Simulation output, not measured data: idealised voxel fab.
This section sets out a process module, namely voxel transistor to metal.
FYI the section here is cut, 150 nm wide, cells are 5 nm squares.
For the purposes of this document, a cross-section shall be understood as a grid of square cells, specified as bands listed in top-to-bottom order, each band consisting of one or more rows of cells.
It is stipulated that each band's entry specify, in nanometres, the height of the top of the band and then that of its bottom, followed by the materials of the band in left-to-right sequence, each together with its width in nanometres. A single material marked by the word "edge to edge" is understood to fill the band from edge to edge; the word "air" is understood to denote empty space.
Zero point of the height axis is 0; under it, received wafer = one material. Lowest band: continues down indefinitely, "z 0 and below".
Think of "30 to 40" as a width that walks from the first number to the second as you go down the band, top row to bottom row, taking equal-sized steps from row to row.
Where the words "nothing altered" appear for a step, the cross-section shows no cell changed by that step; every cell remained as before.
Look at "Closed void inventory" for the closed voids: empty spaces with no open path to the top, sized 8 cells or up. Each is width x height at distance, distance from the left edge, all nm.
Step line, after settings: the simulator's comment on this step.
overlay nm: step with mask; distance mask lay right of planned place; negative value = left of planned place.
# List of planned process steps
1. RECEIVE | material Si
2. CONFORMAL_DEP | material SiO2 | thk nm 5
3. CONFORMAL_DEP | material SiN | thk nm 10
4. DIRECTIONAL_DEP | material aC | thk nm 15
5. PATTERN | tone cover | mask id ACTIVE | material resist | width nm 115 | thk nm 35 | overlay nm 0
6. DIRECTIONAL_ETCH | etch materials aC | depth nm 15
7. STRIP | etch materials resist
8. DIRECTIONAL_ETCH | etch materials SiN | depth nm 10
9. DIRECTIONAL_ETCH | etch materials SiO2 | depth nm 5
10. DIRECTIONAL_ETCH | etch materials Si | depth nm 35
11. STRIP | etch materials aC
12. FILL_DEP | material SiO2 | thk nm 10
13. CMP | height nm 15
14. SELECTIVE_ETCH | etch materials SiO2 | depth nm 5
15. STRIP | etch materials SiN
16. SELECTIVE_ETCH | etch materials SiO2 | depth nm 5
17. OXIDIZE | depth nm 5
18. DIRECTIONAL_DEP | material polySi | thk nm 30
19. DIRECTIONAL_DEP | material SiCN | thk nm 15
20. DIRECTIONAL_DEP | material aC | thk nm 15
21. PATTERN | tone cover | mask id GATE | material resist | width nm 35 | thk nm 35 | overlay nm 0
22. DIRECTIONAL_ETCH | etch materials aC | depth nm 15
23. STRIP | etch materials resist
24. DIRECTIONAL_ETCH | etch materials SiCN | depth nm 25
25. DIRECTIONAL_ETCH | etch materials polySi | depth nm 40
26. STRIP | etch materials aC
27. CONFORMAL_DEP | material SiN | thk nm 10
28. DIRECTIONAL_ETCH | etch materials SiN | depth nm 10
29. DIRECTIONAL_ETCH | etch materials SiO2 | depth nm 5
30. DIRECTIONAL_ETCH | etch materials Si | depth nm 15
31. EPI | material pSi | thk nm 15
32. FILL_DEP | material SiO2 | thk nm 5
33. CMP | height nm 30
34. STRIP | etch materials polySi
35. SELECTIVE_ETCH | etch materials SiO2 | depth nm 5
36. CONFORMAL_DEP | material HfO2 | thk nm 5
37. CONFORMAL_DEP | material TiN | thk nm 5
38. FILL_DEP | material W | thk nm 5
39. CMP | height nm 25
40. DIRECTIONAL_DEP | material SiO2 | thk nm 10
41. DIRECTIONAL_DEP | material aC | thk nm 15
42. PATTERN | tone open | mask id CONTACT | material resist | width nm 15 | pitch nm 90 | thk nm 35 | overlay nm 0
43. DIRECTIONAL_ETCH | etch materials aC | depth nm 15
44. STRIP | etch materials resist
45. DIRECTIONAL_ETCH | etch materials SiO2 | depth nm 25
46. STRIP | etch materials aC
47. CONFORMAL_DEP | material TiN | thk nm 5
48. FILL_DEP | material Ru | thk nm 10
49. CMP | height nm 35
50. DIRECTIONAL_DEP | material TiN | thk nm 5
51. DIRECTIONAL_DEP | material W | thk nm 20
52. PATTERN | tone cover | mask id METAL_1 | material resist | width nm 15 | pitch nm 90 | thk nm 20 | overlay nm 0
53. DIRECTIONAL_ETCH | etch materials W | depth nm 20
54. DIRECTIONAL_ETCH | etch materials TiN | depth nm 5
55. STRIP | etch materials resist
56. CONFORMAL_DEP | material SiN | thk nm 5
57. FILL_DEP | material lowk | thk nm 10
58. CMP | height nm 60
59. CONFORMAL_DEP | material SiCN | thk nm 5
60. DIRECTIONAL_DEP | material lowk | thk nm 25
61. MASKED_ETCH | tone open | mask id METAL_2 | width nm 15 | pitch nm 90 | etch materials lowk | depth nm 15 | overlay nm 0
62. MASKED_ETCH | tone open | mask id METAL_2_HOLES | width nm 15 | pitch nm 90 | etch materials lowk | depth nm 10 | overlay nm 0
63. MASKED_ETCH | tone open | mask id METAL_2_HOLES | width nm 15 | pitch nm 90 | etch materials SiCN | depth nm 5 | overlay nm 0
64. CONFORMAL_DEP | material TiN | thk nm 5
65. FILL_DEP | material Ru | thk nm 5
66. CMP | height nm 90
67. CONFORMAL_DEP | material SiCN | thk nm 5
# So, the first of our two wafers, run just as we planned it
# Cross-section of the wafer as it came to us, i.e., already through step 1
- z 0 and below  Si edge to edge
- Closed void inventory: none
# The wafer, seen in cross-section, after step 2
- z 5 to 0  SiO2 edge to edge
- Below 0, no change.
# The wafer, seen in cross-section, after step 3
- z 15 to 5  SiN edge to edge
- Below 5, no change.
# The wafer, seen in cross-section, after step 4
- z 30 to 15  aC edge to edge
- Below 15, no change.
# The wafer, seen in cross-section, after step 5
- z 65 to 30  air (15) / resist (115) / air (20)
- Below 30, no change.
# The wafer, seen in cross-section, after step 6
- z 50 to 30  air (15) / resist (115) / air (20)
- z 30 to 15  air (15) / aC (115) / air (20)
- Below 15, no change.
# The wafer, seen in cross-section, after step 7
- z 30 to 15  air (15) / aC (115) / air (20)
- Below 15, no change.
# The wafer, seen in cross-section, after step 8
- z 30 to 15  air (15) / aC (115) / air (20)
- z 15 to 5  air (15) / SiN (115) / air (20)
- Below 5, no change.
# The wafer, seen in cross-section, after step 9
- z 30 to 15  air (15) / aC (115) / air (20)
- z 15 to 5  air (15) / SiN (115) / air (20)
- z 5 to 0  air (15) / SiO2 (115) / air (20)
- Below 0, no change.
# The wafer, seen in cross-section, after step 10
- z 30 to 15  air (15) / aC (115) / air (20)
- z 15 to 5  air (15) / SiN (115) / air (20)
- z 5 to 0  air (15) / SiO2 (115) / air (20)
- z 0 to -35  air (15) / Si (115) / air (20)
- Below -35, no change.
# The wafer, seen in cross-section, after step 11
- z 15 to 5  air (15) / SiN (115) / air (20)
- Below 5, no change.
# The wafer, seen in cross-section, after step 12
- z 25 to 15  SiO2 edge to edge
- z 15 to 5  SiO2 (15) / SiN (115) / SiO2 (20)
- z 5 to 0  SiO2 edge to edge
- z 0 to -35  SiO2 (15) / Si (115) / SiO2 (20)
- Below -35, no change.
# The wafer, seen in cross-section, after step 13
- z 15 to 5  SiO2 (15) / SiN (115) / SiO2 (20)
- Below 5, no change.
# The wafer, seen in cross-section, after step 14
- z 15 to 10  air (15) / SiN (115) / air (20)
- Below 10, no change.
# The wafer, seen in cross-section, after step 15
- z 10 to 5  SiO2 (15) / air (115) / SiO2 (20)
- Below 5, no change.
# The wafer, seen in cross-section, after step 16
- z 5 to 0  SiO2 (10) / air (125) / SiO2 (15)
- Below 0, no change.
# The wafer, seen in cross-section, after step 17
- z 5 to 0  SiO2 (10) / air (125) / SiO2 (15)
- z 0 to -5  SiO2 edge to edge
- Below -5, no change.
# The wafer, seen in cross-section, after step 18
- z 35 to 30  polySi (10) / air (125) / polySi (15)
- z 30 to 5  polySi edge to edge
- z 5 to 0  SiO2 (10) / polySi (125) / SiO2 (15)
- Below 0, no change.
# The wafer, seen in cross-section, after step 19
- z 50 to 45  SiCN (10) / air (125) / SiCN (15)
- z 45 to 35  SiCN edge to edge
- z 35 to 30  polySi (10) / SiCN (125) / polySi (15)
- Below 30, no change.
# The wafer, seen in cross-section, after step 20
- z 65 to 60  aC (10) / air (125) / aC (15)
- z 60 to 50  aC edge to edge
- z 50 to 45  SiCN (10) / aC (125) / SiCN (15)
- Below 45, no change.
# The wafer, seen in cross-section, after step 21
- z 100 to 65  air (55) / resist (35) / air (60)
- z 65 to 60  aC (10) / air (45) / resist (35) / air (45) / aC (15)
- Below 60, no change.
# The wafer, seen in cross-section, after step 22
- z 85 to 60  air (55) / resist (35) / air (60)
- z 60 to 50  air (55) / aC (35) / air (60)
- z 50 to 45  SiCN (10) / air (45) / aC (35) / air (45) / SiCN (15)
- Below 45, no change.
# The wafer, seen in cross-section, after step 23
- z 60 to 50  air (55) / aC (35) / air (60)
- Below 50, no change.
# The wafer, seen in cross-section, after step 24
- z 60 to 45  air (55) / aC (35) / air (60)
- z 45 to 35  air (55) / SiCN (35) / air (60)
- z 35 to 30  polySi (10) / air (45) / SiCN (35) / air (45) / polySi (15)
- Below 30, no change.
# The wafer, seen in cross-section, after step 25
- z 60 to 45  air (55) / aC (35) / air (60)
- z 45 to 30  air (55) / SiCN (35) / air (60)
- z 30 to 5  air (55) / polySi (35) / air (60)
- z 5 to 0  SiO2 (10) / air (45) / polySi (35) / air (45) / SiO2 (15)
- Below 0, no change.
# The wafer, seen in cross-section, after step 26
- z 45 to 30  air (55) / SiCN (35) / air (60)
- Below 30, no change.
# The wafer, seen in cross-section, after step 27
- z 55 to 45  air (45) / SiN (55) / air (50)
- z 45 to 30  air (45) / SiN (10) / SiCN (35) / SiN (10) / air (50)
- z 30 to 15  air (45) / SiN (10) / polySi (35) / SiN (10) / air (50)
- z 15 to 10  SiN (20) / air (25) / SiN (10) / polySi (35) / SiN (10) / air (25) / SiN (25)
- z 10 to 5  SiN (55) / polySi (35) / SiN (60)
- z 5 to 0  SiO2 (10) / SiN (45) / polySi (35) / SiN (45) / SiO2 (15)
- Below 0, no change.
# The wafer, seen in cross-section, after step 28
- z 45 to 30  air (45) / SiN (10) / SiCN (35) / SiN (10) / air (50)
- z 30 to 5  air (45) / SiN (10) / polySi (35) / SiN (10) / air (50)
- z 5 to 0  SiO2 (10) / SiN (10) / air (25) / SiN (10) / polySi (35) / SiN (10) / air (25) / SiN (10) / SiO2 (15)
- Below 0, no change.
# The wafer, seen in cross-section, after step 29
- z 45 to 30  air (45) / SiN (10) / SiCN (35) / SiN (10) / air (50)
- z 30 to 5  air (45) / SiN (10) / polySi (35) / SiN (10) / air (50)
- z 5 to 0  air (10) / SiN (10) / air (25) / SiN (10) / polySi (35) / SiN (10) / air (25) / SiN (10) / air (15)
- z 0 to -5  SiO2 (20) / air (25) / SiO2 (55) / air (25) / SiO2 (25)
- Below -5, no change.
# The wafer, seen in cross-section, after step 30
- z 45 to 30  air (45) / SiN (10) / SiCN (35) / SiN (10) / air (50)
- z 30 to 5  air (45) / SiN (10) / polySi (35) / SiN (10) / air (50)
- z 5 to 0  air (10) / SiN (10) / air (25) / SiN (10) / polySi (35) / SiN (10) / air (25) / SiN (10) / air (15)
- z 0 to -5  SiO2 (20) / air (25) / SiO2 (55) / air (25) / SiO2 (25)
- z -5 to -20  SiO2 (15) / Si (5) / air (25) / Si (55) / air (25) / Si (5) / SiO2 (20)
- Below -20, no change.
# The wafer, seen in cross-section, after step 31
- z 45 to 30  air (45) / SiN (10) / SiCN (35) / SiN (10) / air (50)
- z 30 to 10  air (45) / SiN (10) / polySi (35) / SiN (10) / air (50)
- z 10 to 5  air (15) / pSi (30) / SiN (10) / polySi (35) / SiN (10) / pSi (30) / air (20)
- z 5 to 0  air (10) / SiN (10) / pSi (25) / SiN (10) / polySi (35) / SiN (10) / pSi (25) / SiN (10) / air (15)
- z 0 to -5  SiO2 (20) / pSi (25) / SiO2 (55) / pSi (25) / SiO2 (25)
- z -5 to -20  SiO2 (15) / Si (5) / pSi (25) / Si (55) / pSi (25) / Si (5) / SiO2 (20)
- Below -20, no change.
# The wafer, seen in cross-section, after step 32
- z 50 to 45  SiO2 edge to edge
- z 45 to 30  SiO2 (45) / SiN (10) / SiCN (35) / SiN (10) / SiO2 (50)
- z 30 to 10  SiO2 (45) / SiN (10) / polySi (35) / SiN (10) / SiO2 (50)
- z 10 to 5  SiO2 (15) / pSi (30) / SiN (10) / polySi (35) / SiN (10) / pSi (30) / SiO2 (20)
- z 5 to 0  SiO2 (10) / SiN (10) / pSi (25) / SiN (10) / polySi (35) / SiN (10) / pSi (25) / SiN (10) / SiO2 (15)
- Below 0, no change.
# The wafer, seen in cross-section, after step 33
- z 30 to 10  SiO2 (45) / SiN (10) / polySi (35) / SiN (10) / SiO2 (50)
- Below 10, no change.
# The wafer, seen in cross-section, after step 34
- z 30 to 10  SiO2 (45) / SiN (10) / air (35) / SiN (10) / SiO2 (50)
- z 10 to 5  SiO2 (15) / pSi (30) / SiN (10) / air (35) / SiN (10) / pSi (30) / SiO2 (20)
- z 5 to 0  SiO2 (10) / SiN (10) / pSi (25) / SiN (10) / air (35) / SiN (10) / pSi (25) / SiN (10) / SiO2 (15)
- Below 0, no change.
# The wafer, seen in cross-section, after step 35
- z 30 to 25  air (45) / SiN (10) / air (35) / SiN (10) / air (50)
- z 25 to 10  SiO2 (45) / SiN (10) / air (35) / SiN (10) / SiO2 (50)
- z 10 to 5  SiO2 (15) / pSi (30) / SiN (10) / air (35) / SiN (10) / pSi (30) / SiO2 (20)
- z 5 to 0  SiO2 (10) / SiN (10) / pSi (25) / SiN (10) / air (35) / SiN (10) / pSi (25) / SiN (10) / SiO2 (15)
- z 0 to -5  SiO2 (20) / pSi (25) / SiO2 (5) / air (45) / SiO2 (5) / pSi (25) / SiO2 (25)
- Below -5, no change.
# The wafer, seen in cross-section, after step 36
- z 35 to 30  air (40) / HfO2 (20) / air (25) / HfO2 (20) / air (45)
- z 30 to 25  HfO2 (45) / SiN (10) / HfO2 (5) / air (25) / HfO2 (5) / SiN (10) / HfO2 (50)
- z 25 to 10  SiO2 (45) / SiN (10) / HfO2 (5) / air (25) / HfO2 (5) / SiN (10) / SiO2 (50)
- z 10 to 5  SiO2 (15) / pSi (30) / SiN (10) / HfO2 (5) / air (25) / HfO2 (5) / SiN (10) / pSi (30) / SiO2 (20)
- z 5 to 0  SiO2 (10) / SiN (10) / pSi (25) / SiN (10) / HfO2 (5) / air (25) / HfO2 (5) / SiN (10) / pSi (25) / SiN (10) / SiO2 (15)
- z 0 to -5  SiO2 (20) / pSi (25) / SiO2 (5) / HfO2 (45) / SiO2 (5) / pSi (25) / SiO2 (25)
- Below -5, no change.
# The wafer, seen in cross-section, after step 37
- z 40 to 35  air (35) / TiN (30) / air (15) / TiN (30) / air (40)
- z 35 to 30  TiN (40) / HfO2 (20) / TiN (5) / air (15) / TiN (5) / HfO2 (20) / TiN (45)
- z 30 to 25  HfO2 (45) / SiN (10) / HfO2 (5) / TiN (5) / air (15) / TiN (5) / HfO2 (5) / SiN (10) / HfO2 (50)
- z 25 to 10  SiO2 (45) / SiN (10) / HfO2 (5) / TiN (5) / air (15) / TiN (5) / HfO2 (5) / SiN (10) / SiO2 (50)
- z 10 to 5  SiO2 (15) / pSi (30) / SiN (10) / HfO2 (5) / TiN (5) / air (15) / TiN (5) / HfO2 (5) / SiN (10) / pSi (30) / SiO2 (20)
- z 5 to 0  SiO2 (10) / SiN (10) / pSi (25) / SiN (10) / HfO2 (5) / TiN (25) / HfO2 (5) / SiN (10) / pSi (25) / SiN (10) / SiO2 (15)
- Below 0, no change.
# The wafer, seen in cross-section, after step 38
- z 45 to 40  W edge to edge
- z 40 to 35  W (35) / TiN (30) / W (15) / TiN (30) / W (40)
- z 35 to 30  TiN (40) / HfO2 (20) / TiN (5) / W (15) / TiN (5) / HfO2 (20) / TiN (45)
- z 30 to 25  HfO2 (45) / SiN (10) / HfO2 (5) / TiN (5) / W (15) / TiN (5) / HfO2 (5) / SiN (10) / HfO2 (50)
- z 25 to 10  SiO2 (45) / SiN (10) / HfO2 (5) / TiN (5) / W (15) / TiN (5) / HfO2 (5) / SiN (10) / SiO2 (50)
- z 10 to 5  SiO2 (15) / pSi (30) / SiN (10) / HfO2 (5) / TiN (5) / W (15) / TiN (5) / HfO2 (5) / SiN (10) / pSi (30) / SiO2 (20)
- Below 5, no change.
# The wafer, seen in cross-section, after step 39
- z 25 to 10  SiO2 (45) / SiN (10) / HfO2 (5) / TiN (5) / W (15) / TiN (5) / HfO2 (5) / SiN (10) / SiO2 (50)
- Below 10, no change.
# The wafer, seen in cross-section, after step 40
- z 35 to 25  SiO2 edge to edge
- Below 25, no change.
# The wafer, seen in cross-section, after step 41
- z 50 to 35  aC edge to edge
- Below 35, no change.
# The wafer, seen in cross-section, after step 42
- z 85 to 50  resist (20) / air (15) / resist (75) / air (15) / resist (25)
- Below 50, no change.
# The wafer, seen in cross-section, after step 43
- z 70 to 50  resist (20) / air (15) / resist (75) / air (15) / resist (25)
- z 50 to 35  aC (20) / air (15) / aC (75) / air (15) / aC (25)
- Below 35, no change.
# The wafer, seen in cross-section, after step 44
- z 50 to 35  aC (20) / air (15) / aC (75) / air (15) / aC (25)
- Below 35, no change.
# The wafer, seen in cross-section, after step 45
- z 50 to 35  aC (20) / air (15) / aC (75) / air (15) / aC (25)
- z 35 to 25  SiO2 (20) / air (15) / SiO2 (75) / air (15) / SiO2 (25)
- z 25 to 10  SiO2 (20) / air (15) / SiO2 (10) / SiN (10) / HfO2 (5) / TiN (5) / W (15) / TiN (5) / HfO2 (5) / SiN (10) / SiO2 (10) / air (15) / SiO2 (25)
- Below 10, no change.
# The wafer, seen in cross-section, after step 46
- z 35 to 25  SiO2 (20) / air (15) / SiO2 (75) / air (15) / SiO2 (25)
- Below 25, no change.
# The wafer, seen in cross-section, after step 47
- z 40 to 35  TiN (25) / air (5) / TiN (85) / air (5) / TiN (30)
- z 35 to 25  SiO2 (20) / TiN (5) / air (5) / TiN (5) / SiO2 (75) / TiN (5) / air (5) / TiN (5) / SiO2 (25)
- z 25 to 15  SiO2 (20) / TiN (5) / air (5) / TiN (5) / SiO2 (10) / SiN (10) / HfO2 (5) / TiN (5) / W (15) / TiN (5) / HfO2 (5) / SiN (10) / SiO2 (10) / TiN (5) / air (5) / TiN (5) / SiO2 (25)
- z 15 to 10  SiO2 (20) / TiN (15) / SiO2 (10) / SiN (10) / HfO2 (5) / TiN (5) / W (15) / TiN (5) / HfO2 (5) / SiN (10) / SiO2 (10) / TiN (15) / SiO2 (25)
- Below 10, no change.
# The wafer, seen in cross-section, after step 48
- z 50 to 40  Ru edge to edge
- z 40 to 35  TiN (25) / Ru (5) / TiN (85) / Ru (5) / TiN (30)
- z 35 to 25  SiO2 (20) / TiN (5) / Ru (5) / TiN (5) / SiO2 (75) / TiN (5) / Ru (5) / TiN (5) / SiO2 (25)
- z 25 to 15  SiO2 (20) / TiN (5) / Ru (5) / TiN (5) / SiO2 (10) / SiN (10) / HfO2 (5) / TiN (5) / W (15) / TiN (5) / HfO2 (5) / SiN (10) / SiO2 (10) / TiN (5) / Ru (5) / TiN (5) / SiO2 (25)
- Below 15, no change.
# The wafer, seen in cross-section, after step 49
- z 35 to 25  SiO2 (20) / TiN (5) / Ru (5) / TiN (5) / SiO2 (75) / TiN (5) / Ru (5) / TiN (5) / SiO2 (25)
- Below 25, no change.
# The wafer, seen in cross-section, after step 50
- z 40 to 35  TiN edge to edge
- Below 35, no change.
# The wafer, seen in cross-section, after step 51
- z 60 to 40  W edge to edge
- Below 40, no change.
# The wafer, seen in cross-section, after step 52
- z 80 to 60  air (20) / resist (15) / air (75) / resist (15) / air (25)
- Below 60, no change.
# The wafer, seen in cross-section, after step 53
- z 80 to 60  air (20) / resist (15) / air (75) / resist (15) / air (25)
- z 60 to 40  air (20) / W (15) / air (75) / W (15) / air (25)
- Below 40, no change.
# The wafer, seen in cross-section, after step 54
- z 80 to 60  air (20) / resist (15) / air (75) / resist (15) / air (25)
- z 60 to 40  air (20) / W (15) / air (75) / W (15) / air (25)
- z 40 to 35  air (20) / TiN (15) / air (75) / TiN (15) / air (25)
- Below 35, no change.
# The wafer, seen in cross-section, after step 55
- z 60 to 40  air (20) / W (15) / air (75) / W (15) / air (25)
- Below 40, no change.
# The wafer, seen in cross-section, after step 56
- z 65 to 60  air (15) / SiN (25) / air (65) / SiN (25) / air (20)
- z 60 to 40  air (15) / SiN (5) / W (15) / SiN (5) / air (65) / SiN (5) / W (15) / SiN (5) / air (20)
- z 40 to 35  SiN (20) / TiN (15) / SiN (75) / TiN (15) / SiN (25)
- Below 35, no change.
# The wafer, seen in cross-section, after step 57
- z 75 to 65  lowk edge to edge
- z 65 to 60  lowk (15) / SiN (25) / lowk (65) / SiN (25) / lowk (20)
- z 60 to 40  lowk (15) / SiN (5) / W (15) / SiN (5) / lowk (65) / SiN (5) / W (15) / SiN (5) / lowk (20)
- Below 40, no change.
# The wafer, seen in cross-section, after step 58
- z 60 to 40  lowk (15) / SiN (5) / W (15) / SiN (5) / lowk (65) / SiN (5) / W (15) / SiN (5) / lowk (20)
- Below 40, no change.
# The wafer, seen in cross-section, after step 59
- z 65 to 60  SiCN edge to edge
- Below 60, no change.
# The wafer, seen in cross-section, after step 60
- z 90 to 65  lowk edge to edge
- Below 65, no change.
# The wafer, seen in cross-section, after step 61
- z 90 to 75  lowk (20) / air (15) / lowk (75) / air (15) / lowk (25)
- Below 75, no change.
# The wafer, seen in cross-section, after step 62
- z 90 to 65  lowk (20) / air (15) / lowk (75) / air (15) / lowk (25)
- Below 65, no change.
# The wafer, seen in cross-section, after step 63
- z 90 to 65  lowk (20) / air (15) / lowk (75) / air (15) / lowk (25)
- z 65 to 60  SiCN (20) / air (15) / SiCN (75) / air (15) / SiCN (25)
- Below 60, no change.
# The wafer, seen in cross-section, after step 64
- z 95 to 90  TiN (25) / air (5) / TiN (85) / air (5) / TiN (30)
- z 90 to 65  lowk (20) / TiN (5) / air (5) / TiN (5) / lowk (75) / TiN (5) / air (5) / TiN (5) / lowk (25)
- z 65 to 60  SiCN (20) / TiN (15) / SiCN (75) / TiN (15) / SiCN (25)
- Below 60, no change.
# The wafer, seen in cross-section, after step 65
- z 100 to 95  Ru edge to edge
- z 95 to 90  TiN (25) / Ru (5) / TiN (85) / Ru (5) / TiN (30)
- z 90 to 65  lowk (20) / TiN (5) / Ru (5) / TiN (5) / lowk (75) / TiN (5) / Ru (5) / TiN (5) / lowk (25)
- Below 65, no change.
# The wafer, seen in cross-section, after step 66
- z 90 to 65  lowk (20) / TiN (5) / Ru (5) / TiN (5) / lowk (75) / TiN (5) / Ru (5) / TiN (5) / lowk (25)
- Below 65, no change.
# The wafer, seen in cross-section, after step 67
- z 95 to 90  SiCN edge to edge
- Below 90, no change.
# What follows concerns the second wafer, which started out like the first and was meant to follow the very same plan; one mistake crept in when it was run, but everything up to and including step 50 is the same as for the first wafer
# The second wafer cut through, at the time step 51 was supposed to be finished
- z 60 to 40  HfO2 edge to edge
- Below 40, no change.
# The second wafer cut through, at the time step 52 was supposed to be finished
- z 80 to 60  air (20) / resist (15) / air (75) / resist (15) / air (25)
- Below 60, no change.
The second wafer cut through, at the time step 53 was supposed to be finished: nothing altered
The second wafer cut through, at the time step 54 was supposed to be finished: nothing altered
# The second wafer cut through, at the time step 55 was supposed to be finished
- z 60 to 40  HfO2 edge to edge
- Below 40, no change.
# The second wafer cut through, at the time step 56 was supposed to be finished
- z 65 to 60  SiN edge to edge
- Below 60, no change.
# The second wafer cut through, at the time step 57 was supposed to be finished
- z 75 to 65  lowk edge to edge
- Below 65, no change.
# The second wafer cut through, at the time step 58 was supposed to be finished
- z 60 to 40  HfO2 edge to edge
- Below 40, no change.
# The second wafer cut through, at the time step 59 was supposed to be finished
- z 65 to 60  SiCN edge to edge
- Below 60, no change.
# The second wafer cut through, at the time step 60 was supposed to be finished
- z 90 to 65  lowk edge to edge
- Below 65, no change.
# The second wafer cut through, at the time step 61 was supposed to be finished
- z 90 to 75  lowk (20) / air (15) / lowk (75) / air (15) / lowk (25)
- Below 75, no change.
# The second wafer cut through, at the time step 62 was supposed to be finished
- z 90 to 65  lowk (20) / air (15) / lowk (75) / air (15) / lowk (25)
- Below 65, no change.
# The second wafer cut through, at the time step 63 was supposed to be finished
- z 90 to 65  lowk (20) / air (15) / lowk (75) / air (15) / lowk (25)
- z 65 to 60  SiCN (20) / air (15) / SiCN (75) / air (15) / SiCN (25)
- Below 60, no change.
# The second wafer cut through, at the time step 64 was supposed to be finished
- z 95 to 90  TiN (25) / air (5) / TiN (85) / air (5) / TiN (30)
- z 90 to 65  lowk (20) / TiN (5) / air (5) / TiN (5) / lowk (75) / TiN (5) / air (5) / TiN (5) / lowk (25)
- z 65 to 60  SiCN (20) / TiN (15) / SiCN (75) / TiN (15) / SiCN (25)
- Below 60, no change.
# The second wafer cut through, at the time step 65 was supposed to be finished
- z 100 to 95  Ru edge to edge
- z 95 to 90  TiN (25) / Ru (5) / TiN (85) / Ru (5) / TiN (30)
- z 90 to 65  lowk (20) / TiN (5) / Ru (5) / TiN (5) / lowk (75) / TiN (5) / Ru (5) / TiN (5) / lowk (25)
- Below 65, no change.
# The second wafer cut through, at the time step 66 was supposed to be finished
- z 90 to 65  lowk (20) / TiN (5) / Ru (5) / TiN (5) / lowk (75) / TiN (5) / Ru (5) / TiN (5) / lowk (25)
- Below 65, no change.
# The second wafer cut through, at the time step 67 was supposed to be finished
- z 95 to 90  SiCN edge to edge
- Below 90, no change.
What went wrong in running the wafer? step 51 changed vs plan, executed as DIRECTIONAL_DEP | material HfO2 | thk nm 20
Final difference in cells, second wafer against first, listed per material as more or fewer: HfO2: 120 more | SiN: 40 fewer | TiN: 24 more | W: 24 fewer | lowk: 80 fewer
